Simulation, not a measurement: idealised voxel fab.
A process module follows: voxel lift off.
Section shown: cut. Width: 270 nm. Cell size: 5 nm, square.
In this document a cross-section is written as a grid of square cells. It is given as a series of bands, listed from the top down, and a band is one or more rows of cells.
Basically the band line says how high the top is and how high the bottom is, in nm, and then what's in it from left to right, every material with its width in nm. Empty space shows up as "empty", and if a single material carries "throughout" it runs the full band edge to edge.
Height 0 is the level under which the wafer as received is all one material. The lowest band goes on downwards, as in "z 0 and below".
Quick explanation for "30..40": the width changes in equal steps down the rows of cells, from the first number in the band's top row to the second number in its bottom row.
What does "no change occurred" mean for a step? It means no cell of the cross-section changed in that step.
"Fully closed voids" contains a list of empty spaces, each no smaller than 8 cells and without an open way to the top, written in the form width x height at distance with the distance from the left edge and all three in nm.
Past the settings on a step's line: simulator remark, on that step.
Among the settings permitted on a step's line is "overlay nm"; applied to a step with a mask, it specifies the extent to which the mask lay to the right of its planned position, whereas a negative figure signifies a position to the left.

Steps planned for the process
1. RECEIVE, material Si
2. CONFORMAL_DEP, material SiO2, thk nm 5
3. PATTERN, tone open, mask id LINES, material resist, width nm 15, pitch nm 50, thk nm 30, overlay nm 0
4. DIRECTIONAL_DEP, material Ru, thk nm 15
5. STRIP, etch materials resist
6. CONFORMAL_DEP, material SiO2, thk nm 10
Every wafer here starts from the same state; it is the step 3 width nm that distinguishes them, and the value the plan gives belongs to the first wafer.

Cross-section of the first of several received wafers, showing its state after step 1
    z 0 and below: Si throughout
    Fully closed voids: none

End of module: cross-section of the first of several wafers after step 6, the last step
    z 30 to 20: 40 of empty / 35 of SiO2 / 15 of empty / 35 of SiO2 / 15 of empty / 35 of SiO2 / 15 of empty / 35 of SiO2 / 45 of empty
    z 20 to 15: 40 of empty / 10 of SiO2 / 15 of Ru / 10 of SiO2 / 15 of empty / 10 of SiO2 / 15 of Ru / 10 of SiO2 / 15 of empty / 10 of SiO2 / 15 of Ru / 10 of SiO2 / 15 of empty / 10 of SiO2 / 15 of Ru / 10 of SiO2 / 45 of empty
    z 15 to 5: 50 of SiO2 / 15 of Ru / 35 of SiO2 / 15 of Ru / 35 of SiO2 / 15 of Ru / 35 of SiO2 / 15 of Ru / 55 of SiO2
    z 5 to 0: SiO2 throughout
    z 0 and below: Si throughout
    Fully closed voids: none

Cross-section, last wafer, module completion
    z 30 to 20: 30 of empty / 205 of SiO2 / 35 of empty
    z 20 to 15: 30 of empty / 10 of SiO2 / 35 of Ru / 15 of SiO2 / 35 of Ru / 15 of SiO2 / 35 of Ru / 15 of SiO2 / 35 of Ru / 10 of SiO2 / 35 of empty
    z 15 to 5: 40 of SiO2 / 35 of Ru / 15 of SiO2 / 35 of Ru / 15 of SiO2 / 35 of Ru / 15 of SiO2 / 35 of Ru / 45 of SiO2
    z 5 to 0: SiO2 throughout
    z 0 and below: Si throughout
    Fully closed voids: none

Quick key for the table: a row per wafer, taken at the end of the module. For each material it tells you how many cells the wafer gained (+) or lost (-) since it came in, and the closed voids come after
width nm 15, +36 Ru, +210 SiO2, Fully closed voids: none
width nm 20, +48 Ru, +210 SiO2, Fully closed voids: none
width nm 25, +60 Ru, +210 SiO2, Fully closed voids: none
width nm 30, +72 Ru, +210 SiO2, Fully closed voids: none
width nm 35, +84 Ru, +201 SiO2, Fully closed voids: none
